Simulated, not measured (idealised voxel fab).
Proc. module: voxel gate over fins
Pictured: cross-section cut, 200 nm wide, on a grid of 5 nm square cells.
Reading order for cross-sections: top band down to bottom band. Underlying form: a grid of square cells. Band size: one or more rows of cells. Band entry format. Leading values: height of top, height of bottom, nm. Remainder: materials in left-to-right order, each with its width in nm. Special words: "edge to edge" on a single material, which then fills the band edge to edge; "empty", empty space. Zero point of the height axis is 0; under it, received wafer = one material. Lowest band: continues down indefinitely, "0 down". The expression "30->40" gives the width at the extremes of the band, the first number at its top row of cells and the second at its bottom row, with the width changing by equal amounts from each row to the next in between. Any step labelled "left unchanged" changed none of the cells in the cross-section. You'll see "Trapped void list" listing empty spaces that have no way open to the top, as long as they're 8 cells or more; the notation is width x height at distance, where the distance is from the left edge, and all of it is in nm. Formally, on a step line, whatever follows the settings is a remark that the simulator itself makes on the step. overlay nm: on a step with a mask, how far right of its planned place the mask lay; negative means left.

**This section lists the process steps that were planned**
1) op RECEIVE | material Si
2) op CONFORMAL_DEP | material SiN | thk nm 5
3) op PATTERN | tone cover | mask id FINS | material resist | width nm 15 | pitch nm 50 | thk nm 15 | overlay nm 0
4) op DIRECTIONAL_ETCH | etch materials SiN | depth nm 5
5) op DIRECTIONAL_ETCH | etch materials Si | depth nm 30
6) op STRIP | etch materials resist
7) op FILL_DEP | material SiO2 | thk nm 15
8) op CMP | height nm 5
9) op MASKED_ETCH | tone open | mask id RAIL | width nm 15 | etch materials SiO2 | depth nm 30 | overlay nm 0
10) op CONFORMAL_DEP | material TiN | thk nm 5
11) op FILL_DEP | material W | thk nm 5
12) op CMP | height nm 5
13) op SELECTIVE_ETCH | etch materials W Ru TiN | depth nm 25
14) op FILL_DEP | material SiO2 | thk nm 5
15) op CMP | height nm 5
16) op SELECTIVE_ETCH | etch materials SiO2 | depth nm 15
17) op STRIP | etch materials SiN
18) op CONFORMAL_DEP | material HfO2 | thk nm 5
19) op CONFORMAL_DEP | material TiN | thk nm 5
20) op FILL_DEP | material W | thk nm 15
21) op CMP | height nm 20
22) op CONFORMAL_DEP | material SiN | thk nm 5
Split variable: width nm, step 9. Plan value = first wafer. Wafers start alike.

**First wafer of several, as received: cross-section after step 1**
> 0 down = Si edge to edge
> Trapped void list: none

**Per wafer, end of module: cells gained (+) or lost (-) per material since receipt, then closed voids**
width nm 15 | +56 HfO2 | -168 Si | +40 SiN | +109 SiO2 | +59 TiN | +104 W | Trapped void list: none
width nm 20 | +56 HfO2 | -168 Si | +40 SiN | +108 SiO2 | +60 TiN | +104 W | Trapped void list: none
width nm 25 | +56 HfO2 | -168 Si | +40 SiN | +107 SiO2 | +61 TiN | +104 W | Trapped void list: none
width nm 30 | +56 HfO2 | -168 Si | +40 SiN | +106 SiO2 | +62 TiN | +104 W | Trapped void list: none
